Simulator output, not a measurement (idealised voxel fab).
The following process module bears the name voxel wiring stack.
FYI the section here is cut, 205 nm wide, cells are 5 nm squares.
Format of a cross-section: grid, square cells. Given as bands. Order: top down. Band: one or more rows of cells. It is stipulated that each band's entry specify, in nanometres, the height of the top of the band and then that of its bottom, followed by the materials of the band in left-to-right sequence, each together with its width in nanometres. A single material marked by the word "edge to edge" is understood to fill the band from edge to edge; the word "air" is understood to denote empty space. Height is counted from the level 0, under which the received wafer is composed throughout of one material. The lowest of the bands is not closed at the bottom but continues downward, in the notation "0..down". When a width is written as two numbers, as in "30..40", the first number is the width in the top row of cells of the band and the second is the width in its bottom row, and the width changes by the same amount from each row to the next. The designation "nothing was modified", where it is given for a processing step, indicates that no cell of the cross-section was altered in the course of that step. If an empty space has no open way to the top and is at least 8 cells in size, "Closed voids list" lists it, written width x height at distance, where distance is measured from the left edge and every value is in nm. Heads up: the bit after the settings on a step's line is the simulator's remark on that step. overlay nm: where the mask lay relative to plan, measured to the right, on steps with a mask; negatives go left.
## Process steps foreseen in the plan
1,op RECEIVE | material Si
2,op CONFORMAL_DEP | material SiO2 | thk nm 15
3,op CONFORMAL_DEP | material SiCN | thk nm 5
4,op DIRECTIONAL_DEP | material SiO2 | thk nm 25
5,op PATTERN | tone open | mask id METAL_1 | material resist | width nm 30 | pitch nm 45 | thk nm 15 | overlay nm 0
6,op DIRECTIONAL_ETCH | etch materials SiO2 | depth nm 25
7,op DIRECTIONAL_ETCH | etch materials SiCN | depth nm 5
8,op STRIP | etch materials resist
9,op CONFORMAL_DEP | material TiN | thk nm 5
10,op FILL_DEP | material Ru | thk nm 10
11,op CMP | height nm 45
12,op CONFORMAL_DEP | material SiCN | thk nm 5
13,op DIRECTIONAL_DEP | material lowk | thk nm 15
14,op DIRECTIONAL_DEP | material aC | thk nm 10
15,op PATTERN | tone open | mask id PLUG_1 | material resist | width nm 15 | pitch nm 45 | thk nm 25 | overlay nm 0
16,op DIRECTIONAL_ETCH | etch materials aC | depth nm 10
17,op STRIP | etch materials resist
18,op DIRECTIONAL_ETCH | etch materials lowk | depth nm 15
19,op DIRECTIONAL_ETCH | etch materials SiCN | depth nm 5
20,op STRIP | etch materials aC
21,op EPI | material Ru | thk nm 10
22,op EPI | material Ru | thk nm 10
23,op DIRECTIONAL_DEP | material TiN | thk nm 5
24,op DIRECTIONAL_DEP | material W | thk nm 15
25,op DIRECTIONAL_DEP | material aC | thk nm 15
26,op PATTERN | tone cover | mask id METAL_2 | material resist | width nm 30 | pitch nm 45 | thk nm 30 | overlay nm 0
27,op DIRECTIONAL_ETCH | etch materials aC | depth nm 15
28,op STRIP | etch materials resist
29,op DIRECTIONAL_ETCH | etch materials W | depth nm 15
30,op DIRECTIONAL_ETCH | etch materials TiN | depth nm 5
31,op STRIP | etch materials aC
32,op FILL_DEP | material SiO2 | thk nm 5
33,op CMP | height nm 85
34,op CONFORMAL_DEP | material SiCN | thk nm 5
35,op DIRECTIONAL_DEP | material lowk | thk nm 30
36,op PATTERN | tone open | mask id METAL_3 | material resist | width nm 30 | pitch nm 45 | thk nm 15 | overlay nm 0
37,op DIRECTIONAL_ETCH | etch materials lowk | depth nm 15
38,op STRIP | etch materials resist
39,op MASKED_ETCH | tone open | mask id METAL_3_HOLES | width nm 15 | etch materials lowk | depth nm 15 | overlay nm 0
40,op MASKED_ETCH | tone open | mask id METAL_3_HOLES | width nm 15 | etch materials SiCN | depth nm 5 | overlay nm 0
41,op CONFORMAL_DEP | material TiN | thk nm 5
42,op FILL_DEP | material Cu | thk nm 10
43,op CMP | height nm 120
44,op CONFORMAL_DEP | material SiCN | thk nm 5
45,op DIRECTIONAL_DEP | material lowk | thk nm 30
46,op DIRECTIONAL_DEP | material aC | thk nm 10
47,op PATTERN | tone open | mask id METAL_4 | material resist | width nm 30 | pitch nm 45 | thk nm 30 | overlay nm 0
48,op DIRECTIONAL_ETCH | etch materials aC | depth nm 10
49,op STRIP | etch materials resist
50,op DIRECTIONAL_ETCH | etch materials lowk | depth nm 15
51,op STRIP | etch materials aC
52,op DIRECTIONAL_DEP | material aC | thk nm 10
53,op PATTERN | tone open | mask id METAL_4_HOLES | material resist | width nm 15 | thk nm 30 | overlay nm 0
54,op DIRECTIONAL_ETCH | etch materials aC | depth nm 10
55,op STRIP | etch materials resist
56,op DIRECTIONAL_ETCH | etch materials lowk | depth nm 15
57,op DIRECTIONAL_ETCH | etch materials SiCN | depth nm 5
58,op STRIP | etch materials aC
59,op CONFORMAL_DEP | material TiN | thk nm 5
60,op FILL_DEP | material Cu | thk nm 10
61,op CMP | height nm 155
62,op CONFORMAL_DEP | material SiCN | thk nm 5
## First of two wafers, processed according to plan
## Wafer at receipt (post step 1), cross-section
	0..down: Si edge to edge
	Closed voids list: none
## After step 2: wafer cross-section
	15..0: SiO2 edge to edge
	Below 0 it's all the same as before, nothing changed down there.
## After step 3: wafer cross-section
	20..15: SiCN edge to edge
	Below 15 it's all the same as before, nothing changed down there.
## After step 4: wafer cross-section
	45..20: SiO2 edge to edge
	Below 20 it's all the same as before, nothing changed down there.
## After step 5: wafer cross-section
	60..45: resist 65, then air 30, then resist 15, then air 30, then resist 65
	Below 45 it's all the same as before, nothing changed down there.
## After step 6: wafer cross-section
	60..45: resist 65, then air 30, then resist 15, then air 30, then resist 65
	45..20: SiO2 65, then air 30, then SiO2 15, then air 30, then SiO2 65
	Below 20 it's all the same as before, nothing changed down there.
## After step 7: wafer cross-section
	60..45: resist 65, then air 30, then resist 15, then air 30, then resist 65
	45..20: SiO2 65, then air 30, then SiO2 15, then air 30, then SiO2 65
	20..15: SiCN 65, then air 30, then SiCN 15, then air 30, then SiCN 65
	Below 15 it's all the same as before, nothing changed down there.
## After step 8: wafer cross-section
	45..20: SiO2 65, then air 30, then SiO2 15, then air 30, then SiO2 65
	Below 20 it's all the same as before, nothing changed down there.
## After step 9: wafer cross-section
	50..45: TiN 70, then air 20, then TiN 25, then air 20, then TiN 70
	45..20: SiO2 65, then TiN 5, then air 20, then TiN 5, then SiO2 15, then TiN 5, then air 20, then TiN 5, then SiO2 65
	20..15: SiCN 65, then TiN 30, then SiCN 15, then TiN 30, then SiCN 65
	Below 15 it's all the same as before, nothing changed down there.
## After step 10: wafer cross-section
	60..50: Ru edge to edge
	50..45: TiN 70, then Ru 20, then TiN 25, then Ru 20, then TiN 70
	45..20: SiO2 65, then TiN 5, then Ru 20, then TiN 5, then SiO2 15, then TiN 5, then Ru 20, then TiN 5, then SiO2 65
	Below 20 it's all the same as before, nothing changed down there.
## After step 11: wafer cross-section
	45..20: SiO2 65, then TiN 5, then Ru 20, then TiN 5, then SiO2 15, then TiN 5, then Ru 20, then TiN 5, then SiO2 65
	Below 20 it's all the same as before, nothing changed down there.
## After step 12: wafer cross-section
	50..45: SiCN edge to edge
	Below 45 it's all the same as before, nothing changed down there.
## After step 13: wafer cross-section
	65..50: lowk edge to edge
	Below 50 it's all the same as before, nothing changed down there.
## After step 14: wafer cross-section
	75..65: aC edge to edge
	Below 65 it's all the same as before, nothing changed down there.
## After step 15: wafer cross-section
	100..75: resist 65, then air 15, then resist 30, then air 15, then resist 80
	Below 75 it's all the same as before, nothing changed down there.
## After step 16: wafer cross-section
	90..75: resist 65, then air 15, then resist 30, then air 15, then resist 80
	75..65: aC 65, then air 15, then aC 30, then air 15, then aC 80
	Below 65 it's all the same as before, nothing changed down there.
## After step 17: wafer cross-section
	75..65: aC 65, then air 15, then aC 30, then air 15, then aC 80
	Below 65 it's all the same as before, nothing changed down there.
## After step 18: wafer cross-section
	75..65: aC 65, then air 15, then aC 30, then air 15, then aC 80
	65..50: lowk 65, then air 15, then lowk 30, then air 15, then lowk 80
	Below 50 it's all the same as before, nothing changed down there.
## After step 19: wafer cross-section
	75..65: aC 65, then air 15, then aC 30, then air 15, then aC 80
	65..50: lowk 65, then air 15, then lowk 30, then air 15, then lowk 80
	50..45: SiCN 65, then air 15, then SiCN 30, then air 15, then SiCN 80
	Below 45 it's all the same as before, nothing changed down there.
## After step 20: wafer cross-section
	65..50: lowk 65, then air 15, then lowk 30, then air 15, then lowk 80
	Below 50 it's all the same as before, nothing changed down there.
## After step 21: wafer cross-section
	65..55: lowk 65, then air 15, then lowk 30, then air 15, then lowk 80
	55..50: lowk 65, then Ru 15, then lowk 30, then Ru 15, then lowk 80
	50..45: SiCN 65, then Ru 15, then SiCN 30, then Ru 15, then SiCN 80
	Below 45 it's all the same as before, nothing changed down there.
## After step 22: wafer cross-section
	65..50: lowk 65, then Ru 15, then lowk 30, then Ru 15, then lowk 80
	Below 50 it's all the same as before, nothing changed down there.
## After step 23: wafer cross-section
	70..65: TiN edge to edge
	Below 65 it's all the same as before, nothing changed down there.
## After step 24: wafer cross-section
	85..70: W edge to edge
	Below 70 it's all the same as before, nothing changed down there.
## After step 25: wafer cross-section
	100..85: aC edge to edge
	Below 85 it's all the same as before, nothing changed down there.
## After step 26: wafer cross-section
	130..100: air 65, then resist 30, then air 15, then resist 30, then air 65
	Below 100 it's all the same as before, nothing changed down there.
## After step 27: wafer cross-section
	115..100: air 65, then resist 30, then air 15, then resist 30, then air 65
	100..85: air 65, then aC 30, then air 15, then aC 30, then air 65
	Below 85 it's all the same as before, nothing changed down there.
## After step 28: wafer cross-section
	100..85: air 65, then aC 30, then air 15, then aC 30, then air 65
	Below 85 it's all the same as before, nothing changed down there.
## After step 29: wafer cross-section
	100..85: air 65, then aC 30, then air 15, then aC 30, then air 65
	85..70: air 65, then W 30, then air 15, then W 30, then air 65
	Below 70 it's all the same as before, nothing changed down there.
## After step 30: wafer cross-section
	100..85: air 65, then aC 30, then air 15, then aC 30, then air 65
	85..70: air 65, then W 30, then air 15, then W 30, then air 65
	70..65: air 65, then TiN 30, then air 15, then TiN 30, then air 65
	Below 65 it's all the same as before, nothing changed down there.
## After step 31: wafer cross-section
	85..70: air 65, then W 30, then air 15, then W 30, then air 65
	Below 70 it's all the same as before, nothing changed down there.
## After step 32: wafer cross-section
	90..85: SiO2 edge to edge
	85..70: SiO2 65, then W 30, then SiO2 15, then W 30, then SiO2 65
	70..65: SiO2 65, then TiN 30, then SiO2 15, then TiN 30, then SiO2 65
	Below 65 it's all the same as before, nothing changed down there.
## After step 33: wafer cross-section
	85..70: SiO2 65, then W 30, then SiO2 15, then W 30, then SiO2 65
	Below 70 it's all the same as before, nothing changed down there.
## After step 34: wafer cross-section
	90..85: SiCN edge to edge
	Below 85 it's all the same as before, nothing changed down there.
## After step 35: wafer cross-section
	120..90: lowk edge to edge
	Below 90 it's all the same as before, nothing changed down there.
## After step 36: wafer cross-section
	135..120: resist 65, then air 30, then resist 15, then air 30, then resist 65
	Below 120 it's all the same as before, nothing changed down there.
## After step 37: wafer cross-section
	135..120: resist 65, then air 30, then resist 15, then air 30, then resist 65
	120..105: lowk 65, then air 30, then lowk 15, then air 30, then lowk 65
	Below 105 it's all the same as before, nothing changed down there.
## After step 38: wafer cross-section
	120..105: lowk 65, then air 30, then lowk 15, then air 30, then lowk 65
	Below 105 it's all the same as before, nothing changed down there.
## After step 39: wafer cross-section
	120..105: lowk 65, then air 30, then lowk 15, then air 30, then lowk 65
	105..90: lowk 65, then air 15, then lowk 125
	Below 90 it's all the same as before, nothing changed down there.
## After step 40: wafer cross-section
	120..105: lowk 65, then air 30, then lowk 15, then air 30, then lowk 65
	105..90: lowk 65, then air 15, then lowk 125
	90..85: SiCN 65, then air 15, then SiCN 125
	Below 85 it's all the same as before, nothing changed down there.
## After step 41: wafer cross-section
	125..120: TiN 70, then air 20, then TiN 25, then air 20, then TiN 70
	120..110: lowk 65, then TiN 5, then air 20, then TiN 5, then lowk 15, then TiN 5, then air 20, then TiN 5, then lowk 65
	110..105: lowk 65, then TiN 5, then air 5, then TiN 20, then lowk 15, then TiN 30, then lowk 65
	105..90: lowk 65, then TiN 5, then air 5, then TiN 5, then lowk 125
	90..85: SiCN 65, then TiN 15, then SiCN 125
	Below 85 it's all the same as before, nothing changed down there.
## After step 42: wafer cross-section
	135..125: Cu edge to edge
	125..120: TiN 70, then Cu 20, then TiN 25, then Cu 20, then TiN 70
	120..110: lowk 65, then TiN 5, then Cu 20, then TiN 5, then lowk 15, then TiN 5, then Cu 20, then TiN 5, then lowk 65
	110..105: lowk 65, then TiN 5, then Cu 5, then TiN 20, then lowk 15, then TiN 30, then lowk 65
	105..90: lowk 65, then TiN 5, then Cu 5, then TiN 5, then lowk 125
	Below 90 it's all the same as before, nothing changed down there.
## After step 43: wafer cross-section
	120..110: lowk 65, then TiN 5, then Cu 20, then TiN 5, then lowk 15, then TiN 5, then Cu 20, then TiN 5, then lowk 65
	Below 110 it's all the same as before, nothing changed down there.
## After step 44: wafer cross-section
	125..120: SiCN edge to edge
	Below 120 it's all the same as before, nothing changed down there.
## After step 45: wafer cross-section
	155..125: lowk edge to edge
	Below 125 it's all the same as before, nothing changed down there.
## After step 46: wafer cross-section
	165..155: aC edge to edge
	Below 155 it's all the same as before, nothing changed down there.
## After step 47: wafer cross-section
	195..165: resist 65, then air 30, then resist 15, then air 30, then resist 65
	Below 165 it's all the same as before, nothing changed down there.
## After step 48: wafer cross-section
	185..165: resist 65, then air 30, then resist 15, then air 30, then resist 65
	165..155: aC 65, then air 30, then aC 15, then air 30, then aC 65
	Below 155 it's all the same as before, nothing changed down there.
## After step 49: wafer cross-section
	165..155: aC 65, then air 30, then aC 15, then air 30, then aC 65
	Below 155 it's all the same as before, nothing changed down there.
## After step 50: wafer cross-section
	165..155: aC 65, then air 30, then aC 15, then air 30, then aC 65
	155..140: lowk 65, then air 30, then lowk 15, then air 30, then lowk 65
	Below 140 it's all the same as before, nothing changed down there.
## After step 51: wafer cross-section
	155..140: lowk 65, then air 30, then lowk 15, then air 30, then lowk 65
	Below 140 it's all the same as before, nothing changed down there.
## After step 52: wafer cross-section
	165..155: aC 65, then air 30, then aC 15, then air 30, then aC 65
	155..150: lowk 65, then air 30, then lowk 15, then air 30, then lowk 65
	150..140: lowk 65, then aC 30, then lowk 15, then aC 30, then lowk 65
	Below 140 it's all the same as before, nothing changed down there.
## After step 53: wafer cross-section
	195..165: resist 65, then air 15, then resist 125
	165..155: aC 65, then air 15, then resist 15, then aC 15, then resist 30, then aC 65
	155..150: lowk 65, then air 15, then resist 15, then lowk 15, then resist 30, then lowk 65
	Below 150 it's all the same as before, nothing changed down there.
## After step 54: wafer cross-section
	185..165: resist 65, then air 15, then resist 125
	165..155: aC 65, then air 15, then resist 15, then aC 15, then resist 30, then aC 65
	155..150: lowk 65, then air 15, then resist 15, then lowk 15, then resist 30, then lowk 65
	150..140: lowk 65, then air 15, then aC 15, then lowk 15, then aC 30, then lowk 65
	Below 140 it's all the same as before, nothing changed down there.
## After step 55: wafer cross-section
	165..155: aC 65, then air 30, then aC 15, then air 30, then aC 65
	155..150: lowk 65, then air 30, then lowk 15, then air 30, then lowk 65
	Below 150 it's all the same as before, nothing changed down there.
## After step 56: wafer cross-section
	165..155: aC 65, then air 30, then aC 15, then air 30, then aC 65
	155..150: lowk 65, then air 30, then lowk 15, then air 30, then lowk 65
	150..140: lowk 65, then air 15, then aC 15, then lowk 15, then aC 30, then lowk 65
	140..125: lowk 65, then air 15, then lowk 125
	Below 125 it's all the same as before, nothing changed down there.
## After step 57: wafer cross-section
	165..155: aC 65, then air 30, then aC 15, then air 30, then aC 65
	155..150: lowk 65, then air 30, then lowk 15, then air 30, then lowk 65
	150..140: lowk 65, then air 15, then aC 15, then lowk 15, then aC 30, then lowk 65
	140..125: lowk 65, then air 15, then lowk 125
	125..120: SiCN 65, then air 15, then SiCN 125
	Below 120 it's all the same as before, nothing changed down there.
## After step 58: wafer cross-section
	155..140: lowk 65, then air 30, then lowk 15, then air 30, then lowk 65
	Below 140 it's all the same as before, nothing changed down there.
## After step 59: wafer cross-section
	160..155: TiN 70, then air 20, then TiN 25, then air 20, then TiN 70
	155..145: lowk 65, then TiN 5, then air 20, then TiN 5, then lowk 15, then TiN 5, then air 20, then TiN 5, then lowk 65
	145..140: lowk 65, then TiN 5, then air 5, then TiN 20, then lowk 15, then TiN 30, then lowk 65
	140..125: lowk 65, then TiN 5, then air 5, then TiN 5, then lowk 125
	125..120: SiCN 65, then TiN 15, then SiCN 125
	Below 120 it's all the same as before, nothing changed down there.
## After step 60: wafer cross-section
	170..160: Cu edge to edge
	160..155: TiN 70, then Cu 20, then TiN 25, then Cu 20, then TiN 70
	155..145: lowk 65, then TiN 5, then Cu 20, then TiN 5, then lowk 15, then TiN 5, then Cu 20, then TiN 5, then lowk 65
	145..140: lowk 65, then TiN 5, then Cu 5, then TiN 20, then lowk 15, then TiN 30, then lowk 65
	140..125: lowk 65, then TiN 5, then Cu 5, then TiN 5, then lowk 125
	Below 125 it's all the same as before, nothing changed down there.
## After step 61: wafer cross-section
	155..145: lowk 65, then TiN 5, then Cu 20, then TiN 5, then lowk 15, then TiN 5, then Cu 20, then TiN 5, then lowk 65
	Below 145 it's all the same as before, nothing changed down there.
## After step 62: wafer cross-section
	160..155: SiCN edge to edge
	Below 155 it's all the same as before, nothing changed down there.
## Here the second wafer is described. Its start and its plan were those of the first wafer. Its run contained one mistake. Up to and including step 12, it did exactly what the first wafer did
## The second wafer cut through, at the time step 13 was supposed to be finished
	60..50: lowk edge to edge
	Below 50 it's all the same as before, nothing changed down there.
## The second wafer cut through, at the time step 14 was supposed to be finished
	70..60: aC edge to edge
	Below 60 it's all the same as before, nothing changed down there.
## The second wafer cut through, at the time step 15 was supposed to be finished
	95..70: resist 65, then air 15, then resist 30, then air 15, then resist 80
	Below 70 it's all the same as before, nothing changed down there.
## The second wafer cut through, at the time step 16 was supposed to be finished
	85..70: resist 65, then air 15, then resist 30, then air 15, then resist 80
	70..60: aC 65, then air 15, then aC 30, then air 15, then aC 80
	Below 60 it's all the same as before, nothing changed down there.
## The second wafer cut through, at the time step 17 was supposed to be finished
	70..60: aC 65, then air 15, then aC 30, then air 15, then aC 80
	Below 60 it's all the same as before, nothing changed down there.
## The second wafer cut through, at the time step 18 was supposed to be finished
	70..60: aC 65, then air 15, then aC 30, then air 15, then aC 80
	60..50: lowk 65, then air 15, then lowk 30, then air 15, then lowk 80
	Below 50 it's all the same as before, nothing changed down there.
## The second wafer cut through, at the time step 19 was supposed to be finished
	70..60: aC 65, then air 15, then aC 30, then air 15, then aC 80
	60..50: lowk 65, then air 15, then lowk 30, then air 15, then lowk 80
	50..45: SiCN 65, then air 15, then SiCN 30, then air 15, then SiCN 80
	Below 45 it's all the same as before, nothing changed down there.
## The second wafer cut through, at the time step 20 was supposed to be finished
	60..50: lowk 65, then air 15, then lowk 30, then air 15, then lowk 80
	Below 50 it's all the same as before, nothing changed down there.
## The second wafer cut through, at the time step 21 was supposed to be finished
	60..55: lowk 65, then air 15, then lowk 30, then air 15, then lowk 80
	55..50: lowk 65, then Ru 15, then lowk 30, then Ru 15, then lowk 80
	50..45: SiCN 65, then Ru 15, then SiCN 30, then Ru 15, then SiCN 80
	Below 45 it's all the same as before, nothing changed down there.
## The second wafer cut through, at the time step 22 was supposed to be finished
	65..60: air 60, then Ru 25, then air 20, then Ru 25, then air 75
	60..50: lowk 65, then Ru 15, then lowk 30, then Ru 15, then lowk 80
	Below 50 it's all the same as before, nothing changed down there.
## The second wafer cut through, at the time step 23 was supposed to be finished
	70..65: air 60, then TiN 25, then air 20, then TiN 25, then air 75
	65..60: TiN 60, then Ru 25, then TiN 20, then Ru 25, then TiN 75
	Below 60 it's all the same as before, nothing changed down there.
## The second wafer cut through, at the time step 24 was supposed to be finished
	85..80: air 60, then W 25, then air 20, then W 25, then air 75
	80..70: W edge to edge
	70..65: W 60, then TiN 25, then W 20, then TiN 25, then W 75
	Below 65 it's all the same as before, nothing changed down there.
## The second wafer cut through, at the time step 25 was supposed to be finished
	100..95: air 60, then aC 25, then air 20, then aC 25, then air 75
	95..85: aC edge to edge
	85..80: aC 60, then W 25, then aC 20, then W 25, then aC 75
	Below 80 it's all the same as before, nothing changed down there.
## The second wafer cut through, at the time step 26 was supposed to be finished
	130..100: air 65, then resist 30, then air 15, then resist 30, then air 65
	100..95: air 60, then aC 25, then resist 10, then air 10, then aC 25, then resist 10, then air 65
	Below 95 it's all the same as before, nothing changed down there.
## The second wafer cut through, at the time step 27 was supposed to be finished
	115..100: air 65, then resist 30, then air 15, then resist 30, then air 65
	100..95: air 65, then aC 20, then resist 10, then air 15, then aC 20, then resist 10, then air 65
	95..85: air 65, then aC 30, then air 15, then aC 30, then air 65
	85..80: air 60, then W 25, then aC 10, then air 10, then W 25, then aC 10, then air 65
	Below 80 it's all the same as before, nothing changed down there.
## The second wafer cut through, at the time step 28 was supposed to be finished
	100..95: air 65, then aC 20, then air 25, then aC 20, then air 75
	Below 95 it's all the same as before, nothing changed down there.
## The second wafer cut through, at the time step 29 was supposed to be finished
	100..95: air 65, then aC 20, then air 25, then aC 20, then air 75
	95..85: air 65, then aC 30, then air 15, then aC 30, then air 65
	85..80: air 65, then W 20, then aC 10, then air 15, then W 20, then aC 10, then air 65
	80..70: air 65, then W 30, then air 15, then W 30, then air 65
	70..65: air 60, then TiN 25, then W 10, then air 10, then TiN 25, then W 10, then air 65
	Below 65 it's all the same as before, nothing changed down there.
## The second wafer cut through, at the time step 30 was supposed to be finished
	100..95: air 65, then aC 20, then air 25, then aC 20, then air 75
	95..85: air 65, then aC 30, then air 15, then aC 30, then air 65
	85..80: air 65, then W 20, then aC 10, then air 15, then W 20, then aC 10, then air 65
	80..70: air 65, then W 30, then air 15, then W 30, then air 65
	70..65: air 65, then TiN 20, then W 10, then air 15, then TiN 20, then W 10, then air 65
	65..60: air 60, then Ru 25, then TiN 10, then air 10, then Ru 25, then TiN 10, then air 65
	Below 60 it's all the same as before, nothing changed down there.
## The second wafer cut through, at the time step 31 was supposed to be finished
	85..80: air 65, then W 20, then air 25, then W 20, then air 75
	Below 80 it's all the same as before, nothing changed down there.
## The second wafer cut through, at the time step 32 was supposed to be finished
	90..85: SiO2 edge to edge
	85..80: SiO2 65, then W 20, then SiO2 25, then W 20, then SiO2 75
	80..70: SiO2 65, then W 30, then SiO2 15, then W 30, then SiO2 65
	70..65: SiO2 65, then TiN 20, then W 10, then SiO2 15, then TiN 20, then W 10, then SiO2 65
	65..60: SiO2 60, then Ru 25, then TiN 10, then SiO2 10, then Ru 25, then TiN 10, then SiO2 65
	Below 60 it's all the same as before, nothing changed down there.
## The second wafer cut through, at the time step 33 was supposed to be finished
	85..80: SiO2 65, then W 20, then SiO2 25, then W 20, then SiO2 75
	Below 80 it's all the same as before, nothing changed down there.
## The second wafer cut through, at the time step 34 was supposed to be finished
	90..85: SiCN edge to edge
	Below 85 it's all the same as before, nothing changed down there.
## The second wafer cut through, at the time step 35 was supposed to be finished
	120..90: lowk edge to edge
	Below 90 it's all the same as before, nothing changed down there.
## The second wafer cut through, at the time step 36 was supposed to be finished
	135..120: resist 65, then air 30, then resist 15, then air 30, then resist 65
	Below 120 it's all the same as before, nothing changed down there.
## The second wafer cut through, at the time step 37 was supposed to be finished
	135..120: resist 65, then air 30, then resist 15, then air 30, then resist 65
	120..105: lowk 65, then air 30, then lowk 15, then air 30, then lowk 65
	Below 105 it's all the same as before, nothing changed down there.
## The second wafer cut through, at the time step 38 was supposed to be finished
	120..105: lowk 65, then air 30, then lowk 15, then air 30, then lowk 65
	Below 105 it's all the same as before, nothing changed down there.
## The second wafer cut through, at the time step 39 was supposed to be finished
	120..105: lowk 65, then air 30, then lowk 15, then air 30, then lowk 65
	105..90: lowk 65, then air 15, then lowk 125
	Below 90 it's all the same as before, nothing changed down there.
## The second wafer cut through, at the time step 40 was supposed to be finished
	120..105: lowk 65, then air 30, then lowk 15, then air 30, then lowk 65
	105..90: lowk 65, then air 15, then lowk 125
	90..85: SiCN 65, then air 15, then SiCN 125
	Below 85 it's all the same as before, nothing changed down there.
## The second wafer cut through, at the time step 41 was supposed to be finished
	125..120: TiN 70, then air 20, then TiN 25, then air 20, then TiN 70
	120..110: lowk 65, then TiN 5, then air 20, then TiN 5, then lowk 15, then TiN 5, then air 20, then TiN 5, then lowk 65
	110..105: lowk 65, then TiN 5, then air 5, then TiN 20, then lowk 15, then TiN 30, then lowk 65
	105..90: lowk 65, then TiN 5, then air 5, then TiN 5, then lowk 125
	90..85: SiCN 65, then TiN 15, then SiCN 125
	Below 85 it's all the same as before, nothing changed down there.
## The second wafer cut through, at the time step 42 was supposed to be finished
	135..125: Cu edge to edge
	125..120: TiN 70, then Cu 20, then TiN 25, then Cu 20, then TiN 70
	120..110: lowk 65, then TiN 5, then Cu 20, then TiN 5, then lowk 15, then TiN 5, then Cu 20, then TiN 5, then lowk 65
	110..105: lowk 65, then TiN 5, then Cu 5, then TiN 20, then lowk 15, then TiN 30, then lowk 65
	105..90: lowk 65, then TiN 5, then Cu 5, then TiN 5, then lowk 125
	Below 90 it's all the same as before, nothing changed down there.
## The second wafer cut through, at the time step 43 was supposed to be finished
	120..110: lowk 65, then TiN 5, then Cu 20, then TiN 5, then lowk 15, then TiN 5, then Cu 20, then TiN 5, then lowk 65
	Below 110 it's all the same as before, nothing changed down there.
## The second wafer cut through, at the time step 44 was supposed to be finished
	125..120: SiCN edge to edge
	Below 120 it's all the same as before, nothing changed down there.
## The second wafer cut through, at the time step 45 was supposed to be finished
	155..125: lowk edge to edge
	Below 125 it's all the same as before, nothing changed down there.
## The second wafer cut through, at the time step 46 was supposed to be finished
	165..155: aC edge to edge
	Below 155 it's all the same as before, nothing changed down there.
## The second wafer cut through, at the time step 47 was supposed to be finished
	195..165: resist 65, then air 30, then resist 15, then air 30, then resist 65
	Below 165 it's all the same as before, nothing changed down there.
## The second wafer cut through, at the time step 48 was supposed to be finished
	185..165: resist 65, then air 30, then resist 15, then air 30, then resist 65
	165..155: aC 65, then air 30, then aC 15, then air 30, then aC 65
	Below 155 it's all the same as before, nothing changed down there.
## The second wafer cut through, at the time step 49 was supposed to be finished
	165..155: aC 65, then air 30, then aC 15, then air 30, then aC 65
	Below 155 it's all the same as before, nothing changed down there.
## The second wafer cut through, at the time step 50 was supposed to be finished
	165..155: aC 65, then air 30, then aC 15, then air 30, then aC 65
	155..140: lowk 65, then air 30, then lowk 15, then air 30, then lowk 65
	Below 140 it's all the same as before, nothing changed down there.
## The second wafer cut through, at the time step 51 was supposed to be finished
	155..140: lowk 65, then air 30, then lowk 15, then air 30, then lowk 65
	Below 140 it's all the same as before, nothing changed down there.
## The second wafer cut through, at the time step 52 was supposed to be finished
	165..155: aC 65, then air 30, then aC 15, then air 30, then aC 65
	155..150: lowk 65, then air 30, then lowk 15, then air 30, then lowk 65
	150..140: lowk 65, then aC 30, then lowk 15, then aC 30, then lowk 65
	Below 140 it's all the same as before, nothing changed down there.
## The second wafer cut through, at the time step 53 was supposed to be finished
	195..165: resist 65, then air 15, then resist 125
	165..155: aC 65, then air 15, then resist 15, then aC 15, then resist 30, then aC 65
	155..150: lowk 65, then air 15, then resist 15, then lowk 15, then resist 30, then lowk 65
	Below 150 it's all the same as before, nothing changed down there.
## The second wafer cut through, at the time step 54 was supposed to be finished
	185..165: resist 65, then air 15, then resist 125
	165..155: aC 65, then air 15, then resist 15, then aC 15, then resist 30, then aC 65
	155..150: lowk 65, then air 15, then resist 15, then lowk 15, then resist 30, then lowk 65
	150..140: lowk 65, then air 15, then aC 15, then lowk 15, then aC 30, then lowk 65
	Below 140 it's all the same as before, nothing changed down there.
## The second wafer cut through, at the time step 55 was supposed to be finished
	165..155: aC 65, then air 30, then aC 15, then air 30, then aC 65
	155..150: lowk 65, then air 30, then lowk 15, then air 30, then lowk 65
	Below 150 it's all the same as before, nothing changed down there.
## The second wafer cut through, at the time step 56 was supposed to be finished
	165..155: aC 65, then air 30, then aC 15, then air 30, then aC 65
	155..150: lowk 65, then air 30, then lowk 15, then air 30, then lowk 65
	150..140: lowk 65, then air 15, then aC 15, then lowk 15, then aC 30, then lowk 65
	140..125: lowk 65, then air 15, then lowk 125
	Below 125 it's all the same as before, nothing changed down there.
## The second wafer cut through, at the time step 57 was supposed to be finished
	165..155: aC 65, then air 30, then aC 15, then air 30, then aC 65
	155..150: lowk 65, then air 30, then lowk 15, then air 30, then lowk 65
	150..140: lowk 65, then air 15, then aC 15, then lowk 15, then aC 30, then lowk 65
	140..125: lowk 65, then air 15, then lowk 125
	125..120: SiCN 65, then air 15, then SiCN 125
	Below 120 it's all the same as before, nothing changed down there.
## The second wafer cut through, at the time step 58 was supposed to be finished
	155..140: lowk 65, then air 30, then lowk 15, then air 30, then lowk 65
	Below 140 it's all the same as before, nothing changed down there.
## The second wafer cut through, at the time step 59 was supposed to be finished
	160..155: TiN 70, then air 20, then TiN 25, then air 20, then TiN 70
	155..145: lowk 65, then TiN 5, then air 20, then TiN 5, then lowk 15, then TiN 5, then air 20, then TiN 5, then lowk 65
	145..140: lowk 65, then TiN 5, then air 5, then TiN 20, then lowk 15, then TiN 30, then lowk 65
	140..125: lowk 65, then TiN 5, then air 5, then TiN 5, then lowk 125
	125..120: SiCN 65, then TiN 15, then SiCN 125
	Below 120 it's all the same as before, nothing changed down there.
## The second wafer cut through, at the time step 60 was supposed to be finished
	170..160: Cu edge to edge
	160..155: TiN 70, then Cu 20, then TiN 25, then Cu 20, then TiN 70
	155..145: lowk 65, then TiN 5, then Cu 20, then TiN 5, then lowk 15, then TiN 5, then Cu 20, then TiN 5, then lowk 65
	145..140: lowk 65, then TiN 5, then Cu 5, then TiN 20, then lowk 15, then TiN 30, then lowk 65
	140..125: lowk 65, then TiN 5, then Cu 5, then TiN 5, then lowk 125
	Below 125 it's all the same as before, nothing changed down there.
## The second wafer cut through, at the time step 61 was supposed to be finished
	155..145: lowk 65, then TiN 5, then Cu 20, then TiN 5, then lowk 15, then TiN 5, then Cu 20, then TiN 5, then lowk 65
	Below 145 it's all the same as before, nothing changed down there.
## The second wafer cut through, at the time step 62 was supposed to be finished
	160..155: SiCN edge to edge
	Below 155 it's all the same as before, nothing changed down there.
what went wrong: step 13 deviated from plan and actually ran as op DIRECTIONAL_DEP | material lowk | thk nm 10
Wrapping up, a cell-based count of both wafers puts the second over or under the first for these materials: Ru: 4 more; SiO2: 31 more; lowk: 35 fewer
